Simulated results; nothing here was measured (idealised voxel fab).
This is a process module. Its name is voxel tone inversion.
Cross-section cut spans 245 nm and uses square cells 5 nm in size.
Cross-sections here: square-cell grids, written as top-down lists of bands, a band being one or more rows of cells. Heights first: top, then bottom, in nm. Then materials, left to right, each with a width in nm. "all across" on a single material: fills the band edge to edge. "empty": empty space. Where do heights start? At 0: under that level the wafer as delivered is made of one material only. And the lowest band has no floor; it just carries on downward, as in "0 and below". Width "30 to 40": first value at the band's top row of cells, second value at its bottom row, equal change from row to row. "all unchanged" for a step: no cell of the cross-section changed in that step. Heads up: "Cavities, closed" only lists the empty pockets with no open path to the top that are 8 cells or more, and it writes them as width x height at distance, distance from the left edge, in nm. What comes after the settings on a step's line is commentary from the simulator itself on that step. overlay nm: for a step with a mask, the amount by which the mask lay right of where it was planned; a negative amount means left of it.

[Set out below are the planned steps of the process]
- 1: RECEIVE,material Si
- 2: CONFORMAL_DEP,material SiN,thk nm 10
- 3: DIRECTIONAL_DEP,material polySi,thk nm 15
- 4: PATTERN,tone cover,mask id POSTS,material resist,width nm 20,pitch nm 45,thk nm 20,overlay nm 0
- 5: DIRECTIONAL_ETCH,etch materials polySi,depth nm 15
- 6: STRIP,etch materials resist
- 7: FILL_DEP,material SiO2,thk nm 10
- 8: CMP,height nm 25
- 9: STRIP,etch materials polySi
- 10: CONFORMAL_DEP,material TiN,thk nm 5
- 11: FILL_DEP,material Cu,thk nm 5
- 12: CMP,height nm 25
- 13: CONFORMAL_DEP,material SiCN,thk nm 5

[As received (post step 1): cross-section]
* 0 and below = Si all across
* Cavities, closed: none

[First wafer of two, sectioned at end of module; run went per plan]
* 30 down to 25 = SiCN all across
* 25 down to 15 = SiO2: 65, TiN: 5, Cu: 10, TiN: 5, SiO2: 25, TiN: 5, Cu: 10, TiN: 5, SiO2: 25, TiN: 5, Cu: 10, TiN: 5, SiO2: 70
* 15 down to 10 = SiO2: 65, TiN: 20, SiO2: 25, TiN: 20, SiO2: 25, TiN: 20, SiO2: 70
* 10 down to 0 = SiN all across
* 0 and below = Si all across
* Cavities, closed: none

[Here's the second of our two wafers sectioned at module end. Same start as the first, same plan, but one mistake got made running it]
* 30 down to 25 = SiCN all across
* 25 down to 15 = SiO2: 70, TiN: 5, Cu: 5, TiN: 5, SiO2: 30, TiN: 5, Cu: 5, TiN: 5, SiO2: 30, TiN: 5, Cu: 5, TiN: 5, SiO2: 70
* 15 down to 10 = SiO2: 70, TiN: 15, SiO2: 30, TiN: 15, SiO2: 30, TiN: 15, SiO2: 70
* 10 down to 0 = SiN all across
* 0 and below = Si all across
* Cavities, closed: none
So what did we get wrong on this run? step 4 was not run as planned; what actually ran was PATTERN,tone cover,mask id POSTS,material resist,width nm 15,pitch nm 45,thk nm 20,overlay nm 0
Cell-count delta at end, second wafer over first, by material: Cu -6 | SiO2 +9 | TiN -3
